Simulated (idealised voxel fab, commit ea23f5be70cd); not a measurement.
Process module, titled voxel ribs on slabs
Cross-section cut spans 265 nm and uses square cells 5 nm in size.
Cross-sections here: square-cell grids, written as top-down lists of bands, a band being one or more rows of cells. Read a band's entry like this: the first values are the height of its top and the height of its bottom in nm, and what follows is the sequence of materials from left to right, each with its width in nm. Note that "empty" is empty space, and that a single material marked "all across" reaches across the band from edge to edge. Beneath 0, the wafer as received is one material, and that level is where height counting begins. The lowest band goes on downward without a bottom; it is written like "0 -> down". So if you see something like "30 to 40" for the width, read it as the top row of the band sitting at the first number and the bottom row at the second, with every row in between moving by the same amount as the last. You'll sometimes find "nothing altered" written for a step, and that's the way of saying that nowhere in the cross-section did a cell change during that step. If an empty space has no open way to the top and is at least 8 cells in size, "Entrapped void list" lists it, written width x height at distance, where distance is measured from the left edge and every value is in nm. It should be noted that, on the line of a given step, the content following the step's settings is a remark produced by the simulator itself with respect to that step. overlay nm: how far to the right of its planned place the mask lay on this masked step (negative: to the left).

Here's what the planned process steps look like:
1 RECEIVE with material Si
2 DIRECTIONAL_DEP with material SiO2, thk nm 25
3 DIRECTIONAL_DEP with material polySi, thk nm 15
4 DIRECTIONAL_DEP with material aC, thk nm 15
5 PATTERN with tone cover, mask id RIB, material resist, width nm 20, thk nm 30, overlay nm 0
6 DIRECTIONAL_ETCH with etch materials aC, depth nm 15
7 STRIP with etch materials resist
8 DIRECTIONAL_ETCH with etch materials polySi, depth nm 5
9 STRIP with etch materials aC
10 DIRECTIONAL_DEP with material aC, thk nm 10
11 PATTERN with tone cover, mask id SLAB, material resist, width nm 50, thk nm 25, overlay nm 0
12 DIRECTIONAL_ETCH with etch materials aC, depth nm 10
13 STRIP with etch materials resist
14 DIRECTIONAL_ETCH with etch materials polySi, depth nm 10
15 STRIP with etch materials aC
16 FILL_DEP with material SiO2, thk nm 30
17 CMP with height nm 60
18 DIRECTIONAL_DEP with material W, thk nm 10
19 MASKED_ETCH with tone cover, mask id HEATER, width nm 30, etch materials W, depth nm 10, overlay nm 0
20 CONFORMAL_DEP with material SiO2, thk nm 10

Wafer as received: cross-section following step 1:
- 0 -> down | Si all across
- Entrapped void list: none

Final wafer profile in cross-section after the module, from the same start and plan as above, with one mistake made during processing:
- 80 -> 70 | empty (105); SiO2 (50); empty (110)
- 70 -> 60 | SiO2 (115); W (30); SiO2 (120)
- 60 -> 40 | SiO2 all across
- 40 -> 35 | SiO2 (110); polySi (20); SiO2 (135)
- 35 -> 25 | SiO2 (105); polySi (50); SiO2 (110)
- 25 -> 0 | SiO2 all across
- 0 -> down | Si all across
- Entrapped void list: none
Misprocessing identified: step 5 was processed under conditions differing from the plan, specifically as PATTERN with tone cover, mask id RIB, material resist, width nm 20, thk nm 30, overlay nm -10
